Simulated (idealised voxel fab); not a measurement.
Presented below is a process module, voxel transistor to metal.
Displayed cross-section: cut, width of 150 nm, square cells sized 5 nm.
Cross-section spec: square-cell grid; bands listed top down; each band is one or more rows. The band entry comprises the height of the band's top followed by the height of its bottom, expressed in nm, and subsequently the band's materials from left to right, each stated together with its width in nm. Where a single material is marked with the word "everywhere", that material fills the band from edge to edge. The word "blank" represents empty space. All heights in this document are referenced to 0, defined as the level beneath which the wafer, as received, consists entirely of one material. The lowest band is not bounded below; it extends indefinitely downward and is written in the form "z 0 and below". The width entry "30..40" should be interpreted row by row: the top row of cells in the band takes the first number, the bottom row takes the second number, and the change between adjacent rows is uniform throughout. For the purposes of this document, the phrase "changes: none" attached to a step denotes that no cell within the cross-section was modified by that step. Enclosed voids (no open way to top), threshold 8 cells or more, entry "Enclosed cavities", notation width x height at distance, distance from left edge, nm. The remark found on a step's line after its settings is issued by the simulator itself and pertains to that step. "overlay nm" on a masked step: distance the mask lay right of its planned place, negative for left.
**plan**
1,RECEIVE: material Si
2,OXIDIZE: depth nm 5
3,CONFORMAL_DEP: material SiN, thk nm 15
4,DIRECTIONAL_DEP: material aC, thk nm 10
5,PATTERN: tone cover, mask id ACTIVE, material resist, width nm 105, thk nm 25, overlay nm 0
6,DIRECTIONAL_ETCH: etch materials aC, depth nm 10
7,STRIP: etch materials resist
8,DIRECTIONAL_ETCH: etch materials SiN, depth nm 15
9,DIRECTIONAL_ETCH: etch materials SiO2, depth nm 5
10,DIRECTIONAL_ETCH: etch materials Si, depth nm 30
11,STRIP: etch materials aC
12,FILL_DEP: material SiO2, thk nm 10
13,CMP: height nm 15
14,SELECTIVE_ETCH: etch materials SiO2, depth nm 15
15,STRIP: etch materials SiN
16,SELECTIVE_ETCH: etch materials SiO2, depth nm 5
17,OXIDIZE: depth nm 5
18,DIRECTIONAL_DEP: material polySi, thk nm 30
19,DIRECTIONAL_DEP: material SiCN, thk nm 15
20,DIRECTIONAL_DEP: material aC, thk nm 10
21,PATTERN: tone cover, mask id GATE, material resist, width nm 25, thk nm 25, overlay nm 0
22,DIRECTIONAL_ETCH: etch materials aC, depth nm 10
23,STRIP: etch materials resist
24,DIRECTIONAL_ETCH: etch materials SiCN, depth nm 25
25,DIRECTIONAL_ETCH: etch materials polySi, depth nm 40
26,STRIP: etch materials aC
27,CONFORMAL_DEP: material SiN, thk nm 10
28,DIRECTIONAL_ETCH: etch materials SiN, depth nm 10
29,DIRECTIONAL_ETCH: etch materials SiO2, depth nm 5
30,DIRECTIONAL_ETCH: etch materials Si, depth nm 10
31,EPI: material pSi, thk nm 10
32,FILL_DEP: material SiO2, thk nm 5
33,CMP: height nm 25
34,STRIP: etch materials polySi
35,SELECTIVE_ETCH: etch materials SiO2, depth nm 5
36,CONFORMAL_DEP: material HfO2, thk nm 5
37,CONFORMAL_DEP: material TiN, thk nm 5
38,FILL_DEP: material W, thk nm 5
39,CMP: height nm 20
40,DIRECTIONAL_DEP: material SiO2, thk nm 15
41,MASKED_ETCH: tone open, mask id CONTACT, width nm 20, pitch nm 75, etch materials SiO2, depth nm 45, overlay nm 0
42,CONFORMAL_DEP: material TiN, thk nm 5
43,FILL_DEP: material W, thk nm 5
44,CMP: height nm 35
45,DIRECTIONAL_DEP: material TiN, thk nm 5
46,DIRECTIONAL_DEP: material W, thk nm 20
47,MASKED_ETCH: tone cover, mask id METAL_1, width nm 20, pitch nm 75, etch materials W, depth nm 20, overlay nm 0
48,MASKED_ETCH: tone cover, mask id METAL_1, width nm 20, pitch nm 75, etch materials TiN, depth nm 5, overlay nm 0
49,CONFORMAL_DEP: material SiCN, thk nm 5
50,FILL_DEP: material SiO2, thk nm 5
51,CMP: height nm 60
52,CONFORMAL_DEP: material SiCN, thk nm 5
**First of two wafers, with the run carried out as planned**
**Received-state cross-section, reflecting completion of step 1**
* z 0 and below | Si everywhere
* Enclosed cavities: none
**Wafer after step 2 (cross-section)**
* z 0 to -5 | SiO2 everywhere
* For the remainder of the cross-section, below -5, there is no change.
**Wafer after step 3 (cross-section)**
* z 15 to 0 | SiN everywhere
* For the remainder of the cross-section, below 0, there is no change.
**Wafer after step 4 (cross-section)**
* z 25 to 15 | aC everywhere
* For the remainder of the cross-section, below 15, there is no change.
**Wafer after step 5 (cross-section)**
* z 50 to 25 | blank=20, then resist=105, then blank=25
* For the remainder of the cross-section, below 25, there is no change.
**Wafer after step 6 (cross-section)**
* z 40 to 25 | blank=20, then resist=105, then blank=25
* z 25 to 15 | blank=20, then aC=105, then blank=25
* For the remainder of the cross-section, below 15, there is no change.
**Wafer after step 7 (cross-section)**
* z 25 to 15 | blank=20, then aC=105, then blank=25
* For the remainder of the cross-section, below 15, there is no change.
**Wafer after step 8 (cross-section)**
* z 25 to 15 | blank=20, then aC=105, then blank=25
* z 15 to 0 | blank=20, then SiN=105, then blank=25
* For the remainder of the cross-section, below 0, there is no change.
**Wafer after step 9 (cross-section)**
* z 25 to 15 | blank=20, then aC=105, then blank=25
* z 15 to 0 | blank=20, then SiN=105, then blank=25
* z 0 to -5 | blank=20, then SiO2=105, then blank=25
* For the remainder of the cross-section, below -5, there is no change.
**Wafer after step 10 (cross-section)**
* z 25 to 15 | blank=20, then aC=105, then blank=25
* z 15 to 0 | blank=20, then SiN=105, then blank=25
* z 0 to -5 | blank=20, then SiO2=105, then blank=25
* z -5 to -35 | blank=20, then Si=105, then blank=25
* For the remainder of the cross-section, below -35, there is no change.
**Wafer after step 11 (cross-section)**
* z 15 to 0 | blank=20, then SiN=105, then blank=25
* For the remainder of the cross-section, below 0, there is no change.
**Wafer after step 12 (cross-section)**
* z 25 to 15 | SiO2 everywhere
* z 15 to 0 | SiO2=20, then SiN=105, then SiO2=25
* z 0 to -5 | SiO2 everywhere
* z -5 to -35 | SiO2=20, then Si=105, then SiO2=25
* For the remainder of the cross-section, below -35, there is no change.
**Wafer after step 13 (cross-section)**
* z 15 to 0 | SiO2=20, then SiN=105, then SiO2=25
* For the remainder of the cross-section, below 0, there is no change.
**Wafer after step 14 (cross-section)**
* z 15 to 0 | blank=20, then SiN=105, then blank=25
* For the remainder of the cross-section, below 0, there is no change.
**Wafer after step 15 (cross-section)**
* z 0 to -5 | SiO2 everywhere
* For the remainder of the cross-section, below -5, there is no change.
**Wafer after step 16 (cross-section)**
* z -5 to -35 | SiO2=20, then Si=105, then SiO2=25
* For the remainder of the cross-section, below -35, there is no change.
**Wafer after step 17 (cross-section)**
* z -5 to -10 | SiO2 everywhere
* For the remainder of the cross-section, below -10, there is no change.
**Wafer after step 18 (cross-section)**
* z 25 to -5 | polySi everywhere
* For the remainder of the cross-section, below -5, there is no change.
**Wafer after step 19 (cross-section)**
* z 40 to 25 | SiCN everywhere
* For the remainder of the cross-section, below 25, there is no change.
**Wafer after step 20 (cross-section)**
* z 50 to 40 | aC everywhere
* For the remainder of the cross-section, below 40, there is no change.
**Wafer after step 21 (cross-section)**
* z 75 to 50 | blank=60, then resist=25, then blank=65
* For the remainder of the cross-section, below 50, there is no change.
**Wafer after step 22 (cross-section)**
* z 65 to 50 | blank=60, then resist=25, then blank=65
* z 50 to 40 | blank=60, then aC=25, then blank=65
* For the remainder of the cross-section, below 40, there is no change.
**Wafer after step 23 (cross-section)**
* z 50 to 40 | blank=60, then aC=25, then blank=65
* For the remainder of the cross-section, below 40, there is no change.
**Wafer after step 24 (cross-section)**
* z 50 to 40 | blank=60, then aC=25, then blank=65
* z 40 to 25 | blank=60, then SiCN=25, then blank=65
* For the remainder of the cross-section, below 25, there is no change.
**Wafer after step 25 (cross-section)**
* z 50 to 40 | blank=60, then aC=25, then blank=65
* z 40 to 25 | blank=60, then SiCN=25, then blank=65
* z 25 to -5 | blank=60, then polySi=25, then blank=65
* For the remainder of the cross-section, below -5, there is no change.
**Wafer after step 26 (cross-section)**
* z 40 to 25 | blank=60, then SiCN=25, then blank=65
* For the remainder of the cross-section, below 25, there is no change.
**Wafer after step 27 (cross-section)**
* z 50 to 40 | blank=50, then SiN=45, then blank=55
* z 40 to 25 | blank=50, then SiN=10, then SiCN=25, then SiN=10, then blank=55
* z 25 to 5 | blank=50, then SiN=10, then polySi=25, then SiN=10, then blank=55
* z 5 to -5 | SiN=60, then polySi=25, then SiN=65
* For the remainder of the cross-section, below -5, there is no change.
**Wafer after step 28 (cross-section)**
* z 40 to 25 | blank=50, then SiN=10, then SiCN=25, then SiN=10, then blank=55
* z 25 to -5 | blank=50, then SiN=10, then polySi=25, then SiN=10, then blank=55
* For the remainder of the cross-section, below -5, there is no change.
**Wafer after step 29 (cross-section)**
* z 40 to 25 | blank=50, then SiN=10, then SiCN=25, then SiN=10, then blank=55
* z 25 to -5 | blank=50, then SiN=10, then polySi=25, then SiN=10, then blank=55
* z -5 to -10 | blank=50, then SiO2=45, then blank=55
* For the remainder of the cross-section, below -10, there is no change.
**Wafer after step 30 (cross-section)**
* z 40 to 25 | blank=50, then SiN=10, then SiCN=25, then SiN=10, then blank=55
* z 25 to -5 | blank=50, then SiN=10, then polySi=25, then SiN=10, then blank=55
* z -5 to -10 | blank=50, then SiO2=45, then blank=55
* z -10 to -20 | SiO2=20, then blank=30, then Si=45, then blank=30, then SiO2=25
* For the remainder of the cross-section, below -20, there is no change.
**Wafer after step 31 (cross-section)**
* z 40 to 25 | blank=50, then SiN=10, then SiCN=25, then SiN=10, then blank=55
* z 25 to 0 | blank=50, then SiN=10, then polySi=25, then SiN=10, then blank=55
* z 0 to -5 | blank=40, then pSi=10, then SiN=10, then polySi=25, then SiN=10, then pSi=10, then blank=45
* z -5 to -10 | blank=40, then pSi=10, then SiO2=45, then pSi=10, then blank=45
* z -10 to -20 | SiO2=20, then pSi=30, then Si=45, then pSi=30, then SiO2=25
* For the remainder of the cross-section, below -20, there is no change.
**Wafer after step 32 (cross-section)**
* z 45 to 40 | SiO2 everywhere
* z 40 to 25 | SiO2=50, then SiN=10, then SiCN=25, then SiN=10, then SiO2=55
* z 25 to 0 | SiO2=50, then SiN=10, then polySi=25, then SiN=10, then SiO2=55
* z 0 to -5 | SiO2=40, then pSi=10, then SiN=10, then polySi=25, then SiN=10, then pSi=10, then SiO2=45
* z -5 to -10 | SiO2=40, then pSi=10, then SiO2=45, then pSi=10, then SiO2=45
* For the remainder of the cross-section, below -10, there is no change.
**Wafer after step 33 (cross-section)**
* z 25 to 0 | SiO2=50, then SiN=10, then polySi=25, then SiN=10, then SiO2=55
* For the remainder of the cross-section, below 0, there is no change.
**Wafer after step 34 (cross-section)**
* z 25 to 0 | SiO2=50, then SiN=10, then blank=25, then SiN=10, then SiO2=55
* z 0 to -5 | SiO2=40, then pSi=10, then SiN=10, then blank=25, then SiN=10, then pSi=10, then SiO2=45
* For the remainder of the cross-section, below -5, there is no change.
**Wafer after step 35 (cross-section)**
* z 25 to 20 | blank=50, then SiN=10, then blank=25, then SiN=10, then blank=55
* z 20 to 0 | SiO2=50, then SiN=10, then blank=25, then SiN=10, then SiO2=55
* z 0 to -5 | SiO2=40, then pSi=10, then SiN=10, then blank=25, then SiN=10, then pSi=10, then SiO2=45
* z -5 to -10 | SiO2=40, then pSi=10, then SiO2=5, then blank=35, then SiO2=5, then pSi=10, then SiO2=45
* For the remainder of the cross-section, below -10, there is no change.
**Wafer after step 36 (cross-section)**
* z 30 to 25 | blank=45, then HfO2=20, then blank=15, then HfO2=20, then blank=50
* z 25 to 20 | HfO2=50, then SiN=10, then HfO2=5, then blank=15, then HfO2=5, then SiN=10, then HfO2=55
* z 20 to 0 | SiO2=50, then SiN=10, then HfO2=5, then blank=15, then HfO2=5, then SiN=10, then SiO2=55
* z 0 to -5 | SiO2=40, then pSi=10, then SiN=10, then HfO2=5, then blank=15, then HfO2=5, then SiN=10, then pSi=10, then SiO2=45
* z -5 to -10 | SiO2=40, then pSi=10, then SiO2=5, then HfO2=35, then SiO2=5, then pSi=10, then SiO2=45
* For the remainder of the cross-section, below -10, there is no change.
**Wafer after step 37 (cross-section)**
* z 35 to 30 | blank=40, then TiN=30, then blank=5, then TiN=30, then blank=45
* z 30 to 25 | TiN=45, then HfO2=20, then TiN=5, then blank=5, then TiN=5, then HfO2=20, then TiN=50
* z 25 to 20 | HfO2=50, then SiN=10, then HfO2=5, then TiN=5, then blank=5, then TiN=5, then HfO2=5, then SiN=10, then HfO2=55
* z 20 to 0 | SiO2=50, then SiN=10, then HfO2=5, then TiN=5, then blank=5, then TiN=5, then HfO2=5, then SiN=10, then SiO2=55
* z 0 to -5 | SiO2=40, then pSi=10, then SiN=10, then HfO2=5, then TiN=15, then HfO2=5, then SiN=10, then pSi=10, then SiO2=45
* For the remainder of the cross-section, below -5, there is no change.
**Wafer after step 38 (cross-section)**
* z 40 to 35 | W everywhere
* z 35 to 30 | W=40, then TiN=30, then W=5, then TiN=30, then W=45
* z 30 to 25 | TiN=45, then HfO2=20, then TiN=5, then W=5, then TiN=5, then HfO2=20, then TiN=50
* z 25 to 20 | HfO2=50, then SiN=10, then HfO2=5, then TiN=5, then W=5, then TiN=5, then HfO2=5, then SiN=10, then HfO2=55
* z 20 to 0 | SiO2=50, then SiN=10, then HfO2=5, then TiN=5, then W=5, then TiN=5, then HfO2=5, then SiN=10, then SiO2=55
* For the remainder of the cross-section, below 0, there is no change.
**Wafer after step 39 (cross-section)**
* z 20 to 0 | SiO2=50, then SiN=10, then HfO2=5, then TiN=5, then W=5, then TiN=5, then HfO2=5, then SiN=10, then SiO2=55
* For the remainder of the cross-section, below 0, there is no change.
**Wafer after step 40 (cross-section)**
* z 35 to 20 | SiO2 everywhere
* For the remainder of the cross-section, below 20, there is no change.
**Wafer after step 41 (cross-section)**
* z 35 to 20 | SiO2=25, then blank=20, then SiO2=55, then blank=20, then SiO2=30
* z 20 to 0 | SiO2=25, then blank=20, then SiO2=5, then SiN=10, then HfO2=5, then TiN=5, then W=5, then TiN=5, then HfO2=5, then SiN=10, then SiO2=5, then blank=20, then SiO2=30
* z 0 to -5 | SiO2=25, then blank=15, then pSi=10, then SiN=10, then HfO2=5, then TiN=15, then HfO2=5, then SiN=10, then pSi=10, then blank=15, then SiO2=30
* z -5 to -10 | SiO2=25, then blank=15, then pSi=10, then SiO2=5, then HfO2=35, then SiO2=5, then pSi=10, then blank=15, then SiO2=30
* For the remainder of the cross-section, below -10, there is no change.
**Wafer after step 42 (cross-section)**
* z 40 to 35 | TiN=30, then blank=10, then TiN=65, then blank=10, then TiN=35
* z 35 to 20 | SiO2=25, then TiN=5, then blank=10, then TiN=5, then SiO2=55, then TiN=5, then blank=10, then TiN=5, then SiO2=30
* z 20 to 5 | SiO2=25, then TiN=5, then blank=10, then TiN=5, then SiO2=5, then SiN=10, then HfO2=5, then TiN=5, then W=5, then TiN=5, then HfO2=5, then SiN=10, then SiO2=5, then TiN=5, then blank=10, then TiN=5, then SiO2=30
* z 5 to 0 | SiO2=25, then TiN=5, then blank=5, then TiN=10, then SiO2=5, then SiN=10, then HfO2=5, then TiN=5, then W=5, then TiN=5, then HfO2=5, then SiN=10, then SiO2=5, then TiN=10, then blank=5, then TiN=5, then SiO2=30
* z 0 to -5 | SiO2=25, then TiN=5, then blank=5, then TiN=5, then pSi=10, then SiN=10, then HfO2=5, then TiN=15, then HfO2=5, then SiN=10, then pSi=10, then TiN=5, then blank=5, then TiN=5, then SiO2=30
* z -5 to -10 | SiO2=25, then TiN=15, then pSi=10, then SiO2=5, then HfO2=35, then SiO2=5, then pSi=10, then TiN=15, then SiO2=30
* For the remainder of the cross-section, below -10, there is no change.
**Wafer after step 43 (cross-section)**
* z 45 to 40 | W everywhere
* z 40 to 35 | TiN=30, then W=10, then TiN=65, then W=10, then TiN=35
* z 35 to 20 | SiO2=25, then TiN=5, then W=10, then TiN=5, then SiO2=55, then TiN=5, then W=10, then TiN=5, then SiO2=30
* z 20 to 5 | SiO2=25, then TiN=5, then W=10, then TiN=5, then SiO2=5, then SiN=10, then HfO2=5, then TiN=5, then W=5, then TiN=5, then HfO2=5, then SiN=10, then SiO2=5, then TiN=5, then W=10, then TiN=5, then SiO2=30
* z 5 to 0 | SiO2=25, then TiN=5, then W=5, then TiN=10, then SiO2=5, then SiN=10, then HfO2=5, then TiN=5, then W=5, then TiN=5, then HfO2=5, then SiN=10, then SiO2=5, then TiN=10, then W=5, then TiN=5, then SiO2=30
* z 0 to -5 | SiO2=25, then TiN=5, then W=5, then TiN=5, then pSi=10, then SiN=10, then HfO2=5, then TiN=15, then HfO2=5, then SiN=10, then pSi=10, then TiN=5, then W=5, then TiN=5, then SiO2=30
* For the remainder of the cross-section, below -5, there is no change.
**Wafer after step 44 (cross-section)**
* z 35 to 20 | SiO2=25, then TiN=5, then W=10, then TiN=5, then SiO2=55, then TiN=5, then W=10, then TiN=5, then SiO2=30
* For the remainder of the cross-section, below 20, there is no change.
**Wafer after step 45 (cross-section)**
* z 40 to 35 | TiN everywhere
* For the remainder of the cross-section, below 35, there is no change.
**Wafer after step 46 (cross-section)**
* z 60 to 40 | W everywhere
* For the remainder of the cross-section, below 40, there is no change.
**Wafer after step 47 (cross-section)**
* z 60 to 40 | blank=25, then W=20, then blank=55, then W=20, then blank=30
* For the remainder of the cross-section, below 40, there is no change.
**Wafer after step 48 (cross-section)**
* z 60 to 40 | blank=25, then W=20, then blank=55, then W=20, then blank=30
* z 40 to 35 | blank=25, then TiN=20, then blank=55, then TiN=20, then blank=30
* For the remainder of the cross-section, below 35, there is no change.
**Wafer after step 49 (cross-section)**
* z 65 to 60 | blank=20, then SiCN=30, then blank=45, then SiCN=30, then blank=25
* z 60 to 40 | blank=20, then SiCN=5, then W=20, then SiCN=5, then blank=45, then SiCN=5, then W=20, then SiCN=5, then blank=25
* z 40 to 35 | SiCN=25, then TiN=20, then SiCN=55, then TiN=20, then SiCN=30
* For the remainder of the cross-section, below 35, there is no change.
**Wafer after step 50 (cross-section)**
* z 70 to 65 | SiO2 everywhere
* z 65 to 60 | SiO2=20, then SiCN=30, then SiO2=45, then SiCN=30, then SiO2=25
* z 60 to 40 | SiO2=20, then SiCN=5, then W=20, then SiCN=5, then SiO2=45, then SiCN=5, then W=20, then SiCN=5, then SiO2=25
* For the remainder of the cross-section, below 40, there is no change.
**Wafer after step 51 (cross-section)**
* z 60 to 40 | SiO2=20, then SiCN=5, then W=20, then SiCN=5, then SiO2=45, then SiCN=5, then W=20, then SiCN=5, then SiO2=25
* For the remainder of the cross-section, below 40, there is no change.
**Wafer after step 52 (cross-section)**
* z 65 to 60 | SiCN everywhere
* For the remainder of the cross-section, below 60, there is no change.
**second wafer: like start, like plan, one mistake. Through step 26 it matches the first wafer**
**Cross-sectional view of the second wafer at the intended end time of process step 27**
* z 45 to 40 | blank=55, then SiN=35, then blank=60
* z 40 to 25 | blank=55, then SiN=5, then SiCN=25, then SiN=5, then blank=60
* z 25 to 0 | blank=55, then SiN=5, then polySi=25, then SiN=5, then blank=60
* z 0 to -5 | SiN=60, then polySi=25, then SiN=65
* For the remainder of the cross-section, below -5, there is no change.
**Cross-sectional view of the second wafer at the intended end time of process step 28**
* z 40 to 35 | blank=60, then SiCN=25, then blank=65
* z 35 to 25 | blank=55, then SiN=5, then SiCN=25, then SiN=5, then blank=60
* z 25 to -5 | blank=55, then SiN=5, then polySi=25, then SiN=5, then blank=60
* For the remainder of the cross-section, below -5, there is no change.
**Cross-sectional view of the second wafer at the intended end time of process step 29**
* z 40 to 35 | blank=60, then SiCN=25, then blank=65
* z 35 to 25 | blank=55, then SiN=5, then SiCN=25, then SiN=5, then blank=60
* z 25 to -5 | blank=55, then SiN=5, then polySi=25, then SiN=5, then blank=60
* z -5 to -10 | blank=55, then SiO2=35, then blank=60
* For the remainder of the cross-section, below -10, there is no change.
**Cross-sectional view of the second wafer at the intended end time of process step 30**
* z 40 to 35 | blank=60, then SiCN=25, then blank=65
* z 35 to 25 | blank=55, then SiN=5, then SiCN=25, then SiN=5, then blank=60
* z 25 to -5 | blank=55, then SiN=5, then polySi=25, then SiN=5, then blank=60
* z -5 to -10 | blank=55, then SiO2=35, then blank=60
* z -10 to -20 | SiO2=20, then blank=35, then Si=35, then blank=35, then SiO2=25
* For the remainder of the cross-section, below -20, there is no change.
**Cross-sectional view of the second wafer at the intended end time of process step 31**
* z 40 to 35 | blank=60, then SiCN=25, then blank=65
* z 35 to 25 | blank=55, then SiN=5, then SiCN=25, then SiN=5, then blank=60
* z 25 to 0 | blank=55, then SiN=5, then polySi=25, then SiN=5, then blank=60
* z 0 to -5 | blank=45, then pSi=10, then SiN=5, then polySi=25, then SiN=5, then pSi=10, then blank=50
* z -5 to -10 | blank=45, then pSi=10, then SiO2=35, then pSi=10, then blank=50
* z -10 to -20 | SiO2=20, then pSi=35, then Si=35, then pSi=35, then SiO2=25
* For the remainder of the cross-section, below -20, there is no change.
**Cross-sectional view of the second wafer at the intended end time of process step 32**
* z 45 to 40 | SiO2 everywhere
* z 40 to 35 | SiO2=60, then SiCN=25, then SiO2=65
* z 35 to 25 | SiO2=55, then SiN=5, then SiCN=25, then SiN=5, then SiO2=60
* z 25 to 0 | SiO2=55, then SiN=5, then polySi=25, then SiN=5, then SiO2=60
* z 0 to -5 | SiO2=45, then pSi=10, then SiN=5, then polySi=25, then SiN=5, then pSi=10, then SiO2=50
* z -5 to -10 | SiO2=45, then pSi=10, then SiO2=35, then pSi=10, then SiO2=50
* For the remainder of the cross-section, below -10, there is no change.
**Cross-sectional view of the second wafer at the intended end time of process step 33**
* z 25 to 0 | SiO2=55, then SiN=5, then polySi=25, then SiN=5, then SiO2=60
* For the remainder of the cross-section, below 0, there is no change.
**Cross-sectional view of the second wafer at the intended end time of process step 34**
* z 25 to 0 | SiO2=55, then SiN=5, then blank=25, then SiN=5, then SiO2=60
* z 0 to -5 | SiO2=45, then pSi=10, then SiN=5, then blank=25, then SiN=5, then pSi=10, then SiO2=50
* For the remainder of the cross-section, below -5, there is no change.
**Cross-sectional view of the second wafer at the intended end time of process step 35**
* z 25 to 20 | blank=55, then SiN=5, then blank=25, then SiN=5, then blank=60
* z 20 to 0 | SiO2=55, then SiN=5, then blank=25, then SiN=5, then SiO2=60
* z 0 to -5 | SiO2=45, then pSi=10, then SiN=5, then blank=25, then SiN=5, then pSi=10, then SiO2=50
* z -5 to -10 | SiO2=45, then pSi=10, then blank=35, then pSi=10, then SiO2=50
* For the remainder of the cross-section, below -10, there is no change.
**Cross-sectional view of the second wafer at the intended end time of process step 36**
* z 30 to 25 | blank=50, then HfO2=15, then blank=15, then HfO2=15, then blank=55
* z 25 to 20 | HfO2=55, then SiN=5, then HfO2=5, then blank=15, then HfO2=5, then SiN=5, then HfO2=60
* z 20 to 0 | SiO2=55, then SiN=5, then HfO2=5, then blank=15, then HfO2=5, then SiN=5, then SiO2=60
* z 0 to -5 | SiO2=45, then pSi=10, then SiN=5, then HfO2=5, then blank=15, then HfO2=5, then SiN=5, then pSi=10, then SiO2=50
* z -5 to -10 | SiO2=45, then pSi=10, then HfO2=35, then pSi=10, then SiO2=50
* For the remainder of the cross-section, below -10, there is no change.
**Cross-sectional view of the second wafer at the intended end time of process step 37**
* z 35 to 30 | blank=45, then TiN=25, then blank=5, then TiN=25, then blank=50
* z 30 to 25 | TiN=50, then HfO2=15, then TiN=5, then blank=5, then TiN=5, then HfO2=15, then TiN=55
* z 25 to 20 | HfO2=55, then SiN=5, then HfO2=5, then TiN=5, then blank=5, then TiN=5, then HfO2=5, then SiN=5, then HfO2=60
* z 20 to 0 | SiO2=55, then SiN=5, then HfO2=5, then TiN=5, then blank=5, then TiN=5, then HfO2=5, then SiN=5, then SiO2=60
* z 0 to -5 | SiO2=45, then pSi=10, then SiN=5, then HfO2=5, then TiN=15, then HfO2=5, then SiN=5, then pSi=10, then SiO2=50
* For the remainder of the cross-section, below -5, there is no change.
**Cross-sectional view of the second wafer at the intended end time of process step 38**
* z 40 to 35 | W everywhere
* z 35 to 30 | W=45, then TiN=25, then W=5, then TiN=25, then W=50
* z 30 to 25 | TiN=50, then HfO2=15, then TiN=5, then W=5, then TiN=5, then HfO2=15, then TiN=55
* z 25 to 20 | HfO2=55, then SiN=5, then HfO2=5, then TiN=5, then W=5, then TiN=5, then HfO2=5, then SiN=5, then HfO2=60
* z 20 to 0 | SiO2=55, then SiN=5, then HfO2=5, then TiN=5, then W=5, then TiN=5, then HfO2=5, then SiN=5, then SiO2=60
* For the remainder of the cross-section, below 0, there is no change.
**Cross-sectional view of the second wafer at the intended end time of process step 39**
* z 20 to 0 | SiO2=55, then SiN=5, then HfO2=5, then TiN=5, then W=5, then TiN=5, then HfO2=5, then SiN=5, then SiO2=60
* For the remainder of the cross-section, below 0, there is no change.
**Cross-sectional view of the second wafer at the intended end time of process step 40**
* z 35 to 20 | SiO2 everywhere
* For the remainder of the cross-section, below 20, there is no change.
**Cross-sectional view of the second wafer at the intended end time of process step 41**
* z 35 to 20 | SiO2=25, then blank=20, then SiO2=55, then blank=20, then SiO2=30
* z 20 to 0 | SiO2=25, then blank=20, then SiO2=10, then SiN=5, then HfO2=5, then TiN=5, then W=5, then TiN=5, then HfO2=5, then SiN=5, then SiO2=10, then blank=20, then SiO2=30
* z 0 to -5 | SiO2=25, then blank=20, then pSi=10, then SiN=5, then HfO2=5, then TiN=15, then HfO2=5, then SiN=5, then pSi=10, then blank=20, then SiO2=30
* z -5 to -10 | SiO2=25, then blank=20, then pSi=10, then HfO2=35, then pSi=10, then blank=20, then SiO2=30
* For the remainder of the cross-section, below -10, there is no change.
**Cross-sectional view of the second wafer at the intended end time of process step 42**
* z 40 to 35 | TiN=30, then blank=10, then TiN=65, then blank=10, then TiN=35
* z 35 to 20 | SiO2=25, then TiN=5, then blank=10, then TiN=5, then SiO2=55, then TiN=5, then blank=10, then TiN=5, then SiO2=30
* z 20 to 0 | SiO2=25, then TiN=5, then blank=10, then TiN=5, then SiO2=10, then SiN=5, then HfO2=5, then TiN=5, then W=5, then TiN=5, then HfO2=5, then SiN=5, then SiO2=10, then TiN=5, then blank=10, then TiN=5, then SiO2=30
* z 0 to -5 | SiO2=25, then TiN=5, then blank=10, then TiN=5, then pSi=10, then SiN=5, then HfO2=5, then TiN=15, then HfO2=5, then SiN=5, then pSi=10, then TiN=5, then blank=10, then TiN=5, then SiO2=30
* z -5 to -10 | SiO2=25, then TiN=20, then pSi=10, then HfO2=35, then pSi=10, then TiN=20, then SiO2=30
* For the remainder of the cross-section, below -10, there is no change.
**Cross-sectional view of the second wafer at the intended end time of process step 43**
* z 45 to 40 | W everywhere
* z 40 to 35 | TiN=30, then W=10, then TiN=65, then W=10, then TiN=35
* z 35 to 20 | SiO2=25, then TiN=5, then W=10, then TiN=5, then SiO2=55, then TiN=5, then W=10, then TiN=5, then SiO2=30
* z 20 to 0 | SiO2=25, then TiN=5, then W=10, then TiN=5, then SiO2=10, then SiN=5, then HfO2=5, then TiN=5, then W=5, then TiN=5, then HfO2=5, then SiN=5, then SiO2=10, then TiN=5, then W=10, then TiN=5, then SiO2=30
* z 0 to -5 | SiO2=25, then TiN=5, then W=10, then TiN=5, then pSi=10, then SiN=5, then HfO2=5, then TiN=15, then HfO2=5, then SiN=5, then pSi=10, then TiN=5, then W=10, then TiN=5, then SiO2=30
* For the remainder of the cross-section, below -5, there is no change.
**Cross-sectional view of the second wafer at the intended end time of process step 44**
* z 35 to 20 | SiO2=25, then TiN=5, then W=10, then TiN=5, then SiO2=55, then TiN=5, then W=10, then TiN=5, then SiO2=30
* For the remainder of the cross-section, below 20, there is no change.
**Cross-sectional view of the second wafer at the intended end time of process step 45**
* z 40 to 35 | TiN everywhere
* For the remainder of the cross-section, below 35, there is no change.
**Cross-sectional view of the second wafer at the intended end time of process step 46**
* z 60 to 40 | W everywhere
* For the remainder of the cross-section, below 40, there is no change.
**Cross-sectional view of the second wafer at the intended end time of process step 47**
* z 60 to 40 | blank=25, then W=20, then blank=55, then W=20, then blank=30
* For the remainder of the cross-section, below 40, there is no change.
**Cross-sectional view of the second wafer at the intended end time of process step 48**
* z 60 to 40 | blank=25, then W=20, then blank=55, then W=20, then blank=30
* z 40 to 35 | blank=25, then TiN=20, then blank=55, then TiN=20, then blank=30
* For the remainder of the cross-section, below 35, there is no change.
**Cross-sectional view of the second wafer at the intended end time of process step 49**
* z 65 to 60 | blank=20, then SiCN=30, then blank=45, then SiCN=30, then blank=25
* z 60 to 40 | blank=20, then SiCN=5, then W=20, then SiCN=5, then blank=45, then SiCN=5, then W=20, then SiCN=5, then blank=25
* z 40 to 35 | SiCN=25, then TiN=20, then SiCN=55, then TiN=20, then SiCN=30
* For the remainder of the cross-section, below 35, there is no change.
**Cross-sectional view of the second wafer at the intended end time of process step 50**
* z 70 to 65 | SiO2 everywhere
* z 65 to 60 | SiO2=20, then SiCN=30, then SiO2=45, then SiCN=30, then SiO2=25
* z 60 to 40 | SiO2=20, then SiCN=5, then W=20, then SiCN=5, then SiO2=45, then SiCN=5, then W=20, then SiCN=5, then SiO2=25
* For the remainder of the cross-section, below 40, there is no change.
**Cross-sectional view of the second wafer at the intended end time of process step 51**
* z 60 to 40 | SiO2=20, then SiCN=5, then W=20, then SiCN=5, then SiO2=45, then SiCN=5, then W=20, then SiCN=5, then SiO2=25
* For the remainder of the cross-section, below 40, there is no change.
**Cross-sectional view of the second wafer at the intended end time of process step 52**
* z 65 to 60 | SiCN everywhere
* For the remainder of the cross-section, below 60, there is no change.
Finding, execution versus plan: step 27 did not happen as planned, as run it was CONFORMAL_DEP: material SiN, thk nm 5
The final cell counts differ between the wafers, with the second having more or fewer of some materials than the first: Si -4 | SiN -10 | SiO2 +6 | W +4 | pSi +4
